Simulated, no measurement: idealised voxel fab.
This section sets out a process module, namely voxel spacer lines.
Cross-section cut spans 260 nm and uses square cells 5 nm in size.
Cross-section = grid of square cells, listed top down in bands; band = one or more rows. For a band, the entry starts with two heights in nm, that of the top and then that of the bottom, and carries on with the band's materials in order from left to right, each alongside its width in nm; the word "everywhere" beside a single material means it fills the band edge to edge, and "blank" means empty space. Beneath 0, the wafer as received is one material, and that level is where height counting begins. The lowest band goes on downward without a bottom; it is written like "z 0 and below". You'd read "30 to 40" like this: the band's top row of cells is as wide as the first number, its bottom row is as wide as the second, and going down, every row changes width by the same amount as the row before did. Where a step carries "nothing different", the cross-section came out of it unchanged, cell for cell. Voids, fully enclosed: empty space of 8 cells or more with no open way to the top, each as width x height at its distance from the left edge, in nm. after a step's settings: what the simulator itself notes on the step. overlay nm: where the mask lay relative to plan, measured to the right, on steps with a mask; negatives go left.
The steps planned for the process are as follows
| 1 | RECEIVE | material Si |
| 2 | CONFORMAL_DEP | material Al2O3 | thk nm 10 |
| 3 | DIRECTIONAL_DEP | material SiN | thk nm 10 |
| 4 | DIRECTIONAL_DEP | material aC | thk nm 25 |
| 5 | PATTERN | tone cover | mask id MANDREL | material resist | width nm 25 | pitch nm 70 | thk nm 35 | overlay nm 0 |
| 6 | DIRECTIONAL_ETCH | etch materials aC | depth nm 25 |
| 7 | STRIP | etch materials resist |
| 8 | CONFORMAL_DEP | material SiO2 | thk nm 10 |
| 9 | DIRECTIONAL_ETCH | etch materials SiO2 | depth nm 10 |
| 10 | STRIP | etch materials aC |
| 11 | DIRECTIONAL_ETCH | etch materials SiN | depth nm 10 |
| 12 | STRIP | etch materials SiO2 |
The first wafer of two, processed as planned
Incoming wafer in cross-section (state: after step 1)
z 0 and below | Si everywhere
Voids, fully enclosed: none
Cross-sectional representation of the wafer at the conclusion of step 2
z 10 to 0 | Al2O3 everywhere
Under the height 0 nothing was changed.
Cross-sectional representation of the wafer at the conclusion of step 3
z 20 to 10 | SiN everywhere
Under the height 10 nothing was changed.
Cross-sectional representation of the wafer at the conclusion of step 4
z 45 to 20 | aC everywhere
Under the height 20 nothing was changed.
Cross-sectional representation of the wafer at the conclusion of step 5
z 80 to 45 | blank (45) | resist (25) | blank (45) | resist (25) | blank (45) | resist (25) | blank (50)
Under the height 45 nothing was changed.
Cross-sectional representation of the wafer at the conclusion of step 6
z 55 to 45 | blank (45) | resist (25) | blank (45) | resist (25) | blank (45) | resist (25) | blank (50)
z 45 to 20 | blank (45) | aC (25) | blank (45) | aC (25) | blank (45) | aC (25) | blank (50)
Under the height 20 nothing was changed.
Cross-sectional representation of the wafer at the conclusion of step 7
z 45 to 20 | blank (45) | aC (25) | blank (45) | aC (25) | blank (45) | aC (25) | blank (50)
Under the height 20 nothing was changed.
Cross-sectional representation of the wafer at the conclusion of step 8
z 55 to 45 | blank (35) | SiO2 (45) | blank (25) | SiO2 (45) | blank (25) | SiO2 (45) | blank (40)
z 45 to 30 | blank (35) | SiO2 (10) | aC (25) | SiO2 (10) | blank (25) | SiO2 (10) | aC (25) | SiO2 (10) | blank (25) | SiO2 (10) | aC (25) | SiO2 (10) | blank (40)
z 30 to 20 | SiO2 (45) | aC (25) | SiO2 (45) | aC (25) | SiO2 (45) | aC (25) | SiO2 (50)
Under the height 20 nothing was changed.
Cross-sectional representation of the wafer at the conclusion of step 9
z 45 to 20 | blank (35) | SiO2 (10) | aC (25) | SiO2 (10) | blank (25) | SiO2 (10) | aC (25) | SiO2 (10) | blank (25) | SiO2 (10) | aC (25) | SiO2 (10) | blank (40)
Under the height 20 nothing was changed.
Cross-sectional representation of the wafer at the conclusion of step 10
z 45 to 20 | blank (35) | SiO2 (10) | blank (25) | SiO2 (10) | blank (25) | SiO2 (10) | blank (25) | SiO2 (10) | blank (25) | SiO2 (10) | blank (25) | SiO2 (10) | blank (40)
Under the height 20 nothing was changed.
Cross-sectional representation of the wafer at the conclusion of step 11
z 45 to 20 | blank (35) | SiO2 (10) | blank (25) | SiO2 (10) | blank (25) | SiO2 (10) | blank (25) | SiO2 (10) | blank (25) | SiO2 (10) | blank (25) | SiO2 (10) | blank (40)
z 20 to 10 | blank (35) | SiN (10) | blank (25) | SiN (10) | blank (25) | SiN (10) | blank (25) | SiN (10) | blank (25) | SiN (10) | blank (25) | SiN (10) | blank (40)
Under the height 10 nothing was changed.
Cross-sectional representation of the wafer at the conclusion of step 12
z 20 to 10 | blank (35) | SiN (10) | blank (25) | SiN (10) | blank (25) | SiN (10) | blank (25) | SiN (10) | blank (25) | SiN (10) | blank (25) | SiN (10) | blank (40)
Under the height 10 nothing was changed.
What follows concerns the second wafer, which started out like the first and was meant to follow the very same plan; one mistake crept in when it was run, but everything up to and including step 1 is the same as for the first wafer
Cross-section, second wafer, at the end time the plan gives for step 2
z 10 to 0 | SiN everywhere
Under the height 0 nothing was changed.
Cross-section, second wafer, at the end time the plan gives for step 3
z 20 to 10 | Al2O3 everywhere
Under the height 10 nothing was changed.
Cross-section, second wafer, at the end time the plan gives for step 4
z 45 to 20 | aC everywhere
Under the height 20 nothing was changed.
Cross-section, second wafer, at the end time the plan gives for step 5
z 80 to 45 | blank (45) | resist (25) | blank (45) | resist (25) | blank (45) | resist (25) | blank (50)
Under the height 45 nothing was changed.
Cross-section, second wafer, at the end time the plan gives for step 6
z 55 to 45 | blank (45) | resist (25) | blank (45) | resist (25) | blank (45) | resist (25) | blank (50)
z 45 to 20 | blank (45) | aC (25) | blank (45) | aC (25) | blank (45) | aC (25) | blank (50)
Under the height 20 nothing was changed.
Cross-section, second wafer, at the end time the plan gives for step 7
z 45 to 20 | blank (45) | aC (25) | blank (45) | aC (25) | blank (45) | aC (25) | blank (50)
Under the height 20 nothing was changed.
Cross-section, second wafer, at the end time the plan gives for step 8
z 55 to 45 | blank (35) | SiO2 (45) | blank (25) | SiO2 (45) | blank (25) | SiO2 (45) | blank (40)
z 45 to 30 | blank (35) | SiO2 (10) | aC (25) | SiO2 (10) | blank (25) | SiO2 (10) | aC (25) | SiO2 (10) | blank (25) | SiO2 (10) | aC (25) | SiO2 (10) | blank (40)
z 30 to 20 | SiO2 (45) | aC (25) | SiO2 (45) | aC (25) | SiO2 (45) | aC (25) | SiO2 (50)
Under the height 20 nothing was changed.
Cross-section, second wafer, at the end time the plan gives for step 9
z 45 to 20 | blank (35) | SiO2 (10) | aC (25) | SiO2 (10) | blank (25) | SiO2 (10) | aC (25) | SiO2 (10) | blank (25) | SiO2 (10) | aC (25) | SiO2 (10) | blank (40)
Under the height 20 nothing was changed.
Cross-section, second wafer, at the end time the plan gives for step 10
z 45 to 20 | blank (35) | SiO2 (10) | blank (25) | SiO2 (10) | blank (25) | SiO2 (10) | blank (25) | SiO2 (10) | blank (25) | SiO2 (10) | blank (25) | SiO2 (10) | blank (40)
Under the height 20 nothing was changed.
Cross-section, second wafer, at the end time the plan gives for step 11: nothing different
Cross-section, second wafer, at the end time the plan gives for step 12
z 20 to 10 | Al2O3 everywhere
Under the height 10 nothing was changed.
Processing error: sequence error: steps 2 and 3 interchanged
At the finish, the second wafer shows more or fewer cells for some materials than the first does: +80 SiN
